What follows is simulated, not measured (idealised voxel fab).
The following process module bears the name voxel fin reveal.
FYI the section here is cut, 195 nm wide, cells are 5 nm squares.
This document writes a cross-section as a grid whose cells are square, and gives it as bands, listed from the top down; one or more rows of cells form a band. Top height, bottom height, nm. Materials left to right, width each, nm. Single material + "edge to edge" = fills band edge to edge. "air" = empty. Basically, 0 is our baseline, since under it the wafer straight out of the box is all one material. The bottom band has no lower end and keeps on going down, so it looks like "from 0 down". Note: "30 to 40" means the width goes from the first number (top row of the band) to the second number (bottom row) in equal steps per row of cells. What does "no modification" mean for a step? It means no cell of the cross-section changed in that step. "Sealed internal voids" lists enclosed empty spaces (at least 8 cells, no open path upward to the top), each as width x height at distance from the left edge, in nm. Post-settings text on a step line: simulator's own remark regarding the step. "overlay nm" answers the question of how far to the right of plan the mask lay on a step that has a mask, and when it is negative the answer is to the left.
**These are the steps we planned for the process**
1) RECEIVE | material Si
2) CONFORMAL_DEP | material SiN | thk nm 10
3) PATTERN | tone cover | mask id FINS | material resist | width nm 15 | pitch nm 45 | thk nm 20 | overlay nm 0
4) DIRECTIONAL_ETCH | etch materials SiN | depth nm 10
5) DIRECTIONAL_ETCH | etch materials Si | depth nm 35
6) STRIP | etch materials resist
7) FILL_DEP | material SiO2 | thk nm 15
8) CMP | height nm 10
9) SELECTIVE_ETCH | etch materials SiO2 | depth nm 35
10) STRIP | etch materials SiN
Same starting wafers, different width nm at step 3. Plan value belongs to the first wafer.
**Sectional view: first of several wafers, as received, after step 1**
* from 0 down  Si edge to edge
* Sealed internal voids: none
**First of several wafers: cross-section at the end of the module, after step 10, its last step**
* from 0 to -25  20 air / 15 Si / 30 air / 15 Si / 30 air / 15 Si / 30 air / 15 Si / 25 air
* from -25 to -35  20 SiO2 / 15 Si / 30 SiO2 / 15 Si / 30 SiO2 / 15 Si / 30 SiO2 / 15 Si / 25 SiO2
* from -35 down  Si edge to edge
* Sealed internal voids: none
**At the end of the module, the last of several wafers in cross-section**
* from 0 to -25  15 air / 30 Si / 15 air / 30 Si / 15 air / 30 Si / 15 air / 30 Si / 15 air
* from -25 to -35  15 SiO2 / 30 Si / 15 SiO2 / 30 Si / 15 SiO2 / 30 Si / 15 SiO2 / 30 Si / 15 SiO2
* from -35 down  Si edge to edge
* Sealed internal voids: none
**Gained (+) or lost (-) cells of each material since receipt, then closed voids: one row per wafer, at the end of the module**
width nm 15, -189 Si, +54 SiO2, Sealed internal voids: none
width nm 20, -161 Si, +46 SiO2, Sealed internal voids: none
width nm 25, -133 Si, +38 SiO2, Sealed internal voids: none
width nm 30, -105 Si, +30 SiO2, Sealed internal voids: none
